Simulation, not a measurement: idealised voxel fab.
process module | voxel self aligned contacts
cross-section cut | 235 nm wide | cells 5 nm
A cross-section is a grid of square cells, given in bands from the top down. A band is one or more rows of cells.
Each band's line starts with the height of the band's top and of its bottom, in nm. Then come its materials from left to right, each with its width in nm. One material with "throughout" fills the band from edge to edge. "air" is empty space.
Height 0 is the level under which the wafer as received is all one material. The lowest band goes on downwards, as in "0 down".
A width such as "30 to 40" changes by the same amount from each row of cells to the next, from the band's top row to its bottom row.
"no change" after a step means that no cell of the cross-section changed.
closed voids: empty space of 8 cells or more with no open way to the top, each as width x height at its distance from the left edge, in nm
after a step's settings: what the simulator itself notes on the step
overlay nm, on a step with a mask: how far to the right of its planned place the mask lay; to the left if negative
plan
1 op RECEIVE | material Si
2 op CONFORMAL_DEP | material SiO2 | thk nm 5
3 op DIRECTIONAL_DEP | material polySi | thk nm 25
4 op DIRECTIONAL_DEP | material SiN | thk nm 20
5 op DIRECTIONAL_DEP | material aC | thk nm 10
6 op PATTERN | tone cover | mask id GATE | material resist | width nm 35 | pitch nm 60 | thk nm 30 | overlay nm 0
7 op DIRECTIONAL_ETCH | etch materials aC | depth nm 10
8 op STRIP | etch materials resist
9 op DIRECTIONAL_ETCH | etch materials SiN | depth nm 20
10 op DIRECTIONAL_ETCH | etch materials polySi | depth nm 25
11 op STRIP | etch materials aC
12 op CONFORMAL_DEP | material SiN | thk nm 5
13 op DIRECTIONAL_ETCH | etch materials SiN | depth nm 5
14 op FILL_DEP | material SiO2 | thk nm 15
15 op CMP | height nm 55
16 op DIRECTIONAL_DEP | material aC | thk nm 15
17 op PATTERN | tone open | mask id CONTACT | material resist | width nm 45 | pitch nm 60 | thk nm 35 | overlay nm 0
18 op DIRECTIONAL_ETCH | etch materials aC | depth nm 15
19 op STRIP | etch materials resist
20 op DIRECTIONAL_ETCH | etch materials SiO2 | depth nm 55
21 op STRIP | etch materials aC
22 op CONFORMAL_DEP | material TiN | thk nm 5
23 op FILL_DEP | material W | thk nm 10
24 op CMP | height nm 55
25 op CONFORMAL_DEP | material SiN | thk nm 5
first wafer, as planned
as received, after step 1
  0 down: Si throughout
  closed voids: none
after step 2
  5 to 0: SiO2 throughout
  below 0: unchanged
after step 3
  30 to 5: polySi throughout
  below 5: unchanged
after step 4
  50 to 30: SiN throughout
  below 30: unchanged
after step 5
  60 to 50: aC throughout
  below 50: unchanged
after step 6
  90 to 60: air 40 | resist 35 | air 25 | resist 35 | air 25 | resist 35 | air 40
  below 60: unchanged
after step 7
  80 to 60: air 40 | resist 35 | air 25 | resist 35 | air 25 | resist 35 | air 40
  60 to 50: air 40 | aC 35 | air 25 | aC 35 | air 25 | aC 35 | air 40
  below 50: unchanged
after step 8
  60 to 50: air 40 | aC 35 | air 25 | aC 35 | air 25 | aC 35 | air 40
  below 50: unchanged
after step 9
  60 to 50: air 40 | aC 35 | air 25 | aC 35 | air 25 | aC 35 | air 40
  50 to 30: air 40 | SiN 35 | air 25 | SiN 35 | air 25 | SiN 35 | air 40
  below 30: unchanged
after step 10
  60 to 50: air 40 | aC 35 | air 25 | aC 35 | air 25 | aC 35 | air 40
  50 to 30: air 40 | SiN 35 | air 25 | SiN 35 | air 25 | SiN 35 | air 40
  30 to 5: air 40 | polySi 35 | air 25 | polySi 35 | air 25 | polySi 35 | air 40
  below 5: unchanged
after step 11
  50 to 30: air 40 | SiN 35 | air 25 | SiN 35 | air 25 | SiN 35 | air 40
  below 30: unchanged
after step 12
  55 to 30: air 35 | SiN 45 | air 15 | SiN 45 | air 15 | SiN 45 | air 35
  30 to 10: air 35 | SiN 5 | polySi 35 | SiN 5 | air 15 | SiN 5 | polySi 35 | SiN 5 | air 15 | SiN 5 | polySi 35 | SiN 5 | air 35
  10 to 5: SiN 40 | polySi 35 | SiN 25 | polySi 35 | SiN 25 | polySi 35 | SiN 40
  below 5: unchanged
after step 13
  50 to 30: air 35 | SiN 45 | air 15 | SiN 45 | air 15 | SiN 45 | air 35
  30 to 5: air 35 | SiN 5 | polySi 35 | SiN 5 | air 15 | SiN 5 | polySi 35 | SiN 5 | air 15 | SiN 5 | polySi 35 | SiN 5 | air 35
  below 5: unchanged
after step 14
  65 to 50: SiO2 throughout
  50 to 30: SiO2 35 | SiN 45 | SiO2 15 | SiN 45 | SiO2 15 | SiN 45 | SiO2 35
  30 to 5: SiO2 35 | SiN 5 | polySi 35 | SiN 5 | SiO2 15 | SiN 5 | polySi 35 | SiN 5 | SiO2 15 | SiN 5 | polySi 35 | SiN 5 | SiO2 35
  below 5: unchanged
after step 15
  55 to 50: SiO2 throughout
  below 50: unchanged
after step 16
  70 to 55: aC throughout
  below 55: unchanged
after step 17
  105 to 70: resist 65 | air 45 | resist 15 | air 45 | resist 65
  below 70: unchanged
after step 18
  90 to 70: resist 65 | air 45 | resist 15 | air 45 | resist 65
  70 to 55: aC 65 | air 45 | aC 15 | air 45 | aC 65
  below 55: unchanged
after step 19
  70 to 55: aC 65 | air 45 | aC 15 | air 45 | aC 65
  below 55: unchanged
after step 20
  70 to 55: aC 65 | air 45 | aC 15 | air 45 | aC 65
  55 to 50: SiO2 65 | air 45 | SiO2 15 | air 45 | SiO2 65
  50 to 30: SiO2 35 | SiN 45 | air 15 | SiN 45 | air 15 | SiN 45 | SiO2 35
  30 to 5: SiO2 35 | SiN 5 | polySi 35 | SiN 5 | air 15 | SiN 5 | polySi 35 | SiN 5 | air 15 | SiN 5 | polySi 35 | SiN 5 | SiO2 35
  5 to 0: SiO2 80 | air 15 | SiO2 45 | air 15 | SiO2 80
  below 0: unchanged
after step 21
  55 to 50: SiO2 65 | air 45 | SiO2 15 | air 45 | SiO2 65
  below 50: unchanged
after step 22
  60 to 55: TiN 70 | air 35 | TiN 25 | air 35 | TiN 70
  55 to 50: SiO2 65 | TiN 20 | air 5 | TiN 20 | SiO2 15 | TiN 20 | air 5 | TiN 20 | SiO2 65
  50 to 30: SiO2 35 | SiN 45 | TiN 5 | air 5 | TiN 5 | SiN 45 | TiN 5 | air 5 | TiN 5 | SiN 45 | SiO2 35
  30 to 5: SiO2 35 | SiN 5 | polySi 35 | SiN 5 | TiN 5 | air 5 | TiN 5 | SiN 5 | polySi 35 | SiN 5 | TiN 5 | air 5 | TiN 5 | SiN 5 | polySi 35 | SiN 5 | SiO2 35
  5 to 0: SiO2 80 | TiN 15 | SiO2 45 | TiN 15 | SiO2 80
  below 0: unchanged
after step 23
  70 to 60: W throughout
  60 to 55: TiN 70 | W 35 | TiN 25 | W 35 | TiN 70
  55 to 50: SiO2 65 | TiN 20 | W 5 | TiN 20 | SiO2 15 | TiN 20 | W 5 | TiN 20 | SiO2 65
  50 to 30: SiO2 35 | SiN 45 | TiN 5 | W 5 | TiN 5 | SiN 45 | TiN 5 | W 5 | TiN 5 | SiN 45 | SiO2 35
  30 to 5: SiO2 35 | SiN 5 | polySi 35 | SiN 5 | TiN 5 | W 5 | TiN 5 | SiN 5 | polySi 35 | SiN 5 | TiN 5 | W 5 | TiN 5 | SiN 5 | polySi 35 | SiN 5 | SiO2 35
  below 5: unchanged
after step 24
  55 to 50: SiO2 65 | TiN 20 | W 5 | TiN 20 | SiO2 15 | TiN 20 | W 5 | TiN 20 | SiO2 65
  below 50: unchanged
after step 25
  60 to 55: SiN throughout
  below 55: unchanged
second wafer: like start, like plan, one mistake. Through step 5 it matches the first wafer
when step 6 should have ended
  90 to 60: air 50 | resist 35 | air 25 | resist 35 | air 25 | resist 35 | air 30
  below 60: unchanged
when step 7 should have ended
  80 to 60: air 50 | resist 35 | air 25 | resist 35 | air 25 | resist 35 | air 30
  60 to 50: air 50 | aC 35 | air 25 | aC 35 | air 25 | aC 35 | air 30
  below 50: unchanged
when step 8 should have ended
  60 to 50: air 50 | aC 35 | air 25 | aC 35 | air 25 | aC 35 | air 30
  below 50: unchanged
when step 9 should have ended
  60 to 50: air 50 | aC 35 | air 25 | aC 35 | air 25 | aC 35 | air 30
  50 to 30: air 50 | SiN 35 | air 25 | SiN 35 | air 25 | SiN 35 | air 30
  below 30: unchanged
when step 10 should have ended
  60 to 50: air 50 | aC 35 | air 25 | aC 35 | air 25 | aC 35 | air 30
  50 to 30: air 50 | SiN 35 | air 25 | SiN 35 | air 25 | SiN 35 | air 30
  30 to 5: air 50 | polySi 35 | air 25 | polySi 35 | air 25 | polySi 35 | air 30
  below 5: unchanged
when step 11 should have ended
  50 to 30: air 50 | SiN 35 | air 25 | SiN 35 | air 25 | SiN 35 | air 30
  below 30: unchanged
when step 12 should have ended
  55 to 30: air 45 | SiN 45 | air 15 | SiN 45 | air 15 | SiN 45 | air 25
  30 to 10: air 45 | SiN 5 | polySi 35 | SiN 5 | air 15 | SiN 5 | polySi 35 | SiN 5 | air 15 | SiN 5 | polySi 35 | SiN 5 | air 25
  10 to 5: SiN 50 | polySi 35 | SiN 25 | polySi 35 | SiN 25 | polySi 35 | SiN 30
  below 5: unchanged
when step 13 should have ended
  50 to 30: air 45 | SiN 45 | air 15 | SiN 45 | air 15 | SiN 45 | air 25
  30 to 5: air 45 | SiN 5 | polySi 35 | SiN 5 | air 15 | SiN 5 | polySi 35 | SiN 5 | air 15 | SiN 5 | polySi 35 | SiN 5 | air 25
  below 5: unchanged
when step 14 should have ended
  65 to 50: SiO2 throughout
  50 to 30: SiO2 45 | SiN 45 | SiO2 15 | SiN 45 | SiO2 15 | SiN 45 | SiO2 25
  30 to 5: SiO2 45 | SiN 5 | polySi 35 | SiN 5 | SiO2 15 | SiN 5 | polySi 35 | SiN 5 | SiO2 15 | SiN 5 | polySi 35 | SiN 5 | SiO2 25
  below 5: unchanged
when step 15 should have ended
  55 to 50: SiO2 throughout
  below 50: unchanged
when step 16 should have ended
  70 to 55: aC throughout
  below 55: unchanged
when step 17 should have ended
  105 to 70: resist 65 | air 45 | resist 15 | air 45 | resist 65
  below 70: unchanged
when step 18 should have ended
  90 to 70: resist 65 | air 45 | resist 15 | air 45 | resist 65
  70 to 55: aC 65 | air 45 | aC 15 | air 45 | aC 65
  below 55: unchanged
when step 19 should have ended
  70 to 55: aC 65 | air 45 | aC 15 | air 45 | aC 65
  below 55: unchanged
when step 20 should have ended
  70 to 55: aC 65 | air 45 | aC 15 | air 45 | aC 65
  55 to 50: SiO2 65 | air 45 | SiO2 15 | air 45 | SiO2 65
  50 to 30: SiO2 45 | SiN 45 | air 15 | SiN 45 | air 15 | SiN 45 | SiO2 25
  30 to 5: SiO2 45 | SiN 5 | polySi 35 | SiN 5 | air 15 | SiN 5 | polySi 35 | SiN 5 | air 15 | SiN 5 | polySi 35 | SiN 5 | SiO2 25
  5 to 0: SiO2 90 | air 15 | SiO2 45 | air 15 | SiO2 70
  below 0: unchanged
when step 21 should have ended
  55 to 50: SiO2 65 | air 45 | SiO2 15 | air 45 | SiO2 65
  below 50: unchanged
when step 22 should have ended
  60 to 55: TiN 70 | air 35 | TiN 25 | air 35 | TiN 70
  55 to 50: SiO2 65 | TiN 30 | air 5 | TiN 10 | SiO2 15 | TiN 30 | air 5 | TiN 10 | SiO2 65
  50 to 30: SiO2 45 | SiN 45 | TiN 5 | air 5 | TiN 5 | SiN 45 | TiN 5 | air 5 | TiN 5 | SiN 45 | SiO2 25
  30 to 5: SiO2 45 | SiN 5 | polySi 35 | SiN 5 | TiN 5 | air 5 | TiN 5 | SiN 5 | polySi 35 | SiN 5 | TiN 5 | air 5 | TiN 5 | SiN 5 | polySi 35 | SiN 5 | SiO2 25
  5 to 0: SiO2 90 | TiN 15 | SiO2 45 | TiN 15 | SiO2 70
  below 0: unchanged
when step 23 should have ended
  70 to 60: W throughout
  60 to 55: TiN 70 | W 35 | TiN 25 | W 35 | TiN 70
  55 to 50: SiO2 65 | TiN 30 | W 5 | TiN 10 | SiO2 15 | TiN 30 | W 5 | TiN 10 | SiO2 65
  50 to 30: SiO2 45 | SiN 45 | TiN 5 | W 5 | TiN 5 | SiN 45 | TiN 5 | W 5 | TiN 5 | SiN 45 | SiO2 25
  30 to 5: SiO2 45 | SiN 5 | polySi 35 | SiN 5 | TiN 5 | W 5 | TiN 5 | SiN 5 | polySi 35 | SiN 5 | TiN 5 | W 5 | TiN 5 | SiN 5 | polySi 35 | SiN 5 | SiO2 25
  below 5: unchanged
when step 24 should have ended
  55 to 50: SiO2 65 | TiN 30 | W 5 | TiN 10 | SiO2 15 | TiN 30 | W 5 | TiN 10 | SiO2 65
  below 50: unchanged
when step 25 should have ended
  60 to 55: SiN throughout
  below 55: unchanged
what went wrong: step 6 ran as: op PATTERN | tone cover | mask id GATE | material resist | width nm 35 | pitch nm 60 | thk nm 30 | overlay nm 10
at the end the second wafer has, in cells: as many of each material as the first, in other places
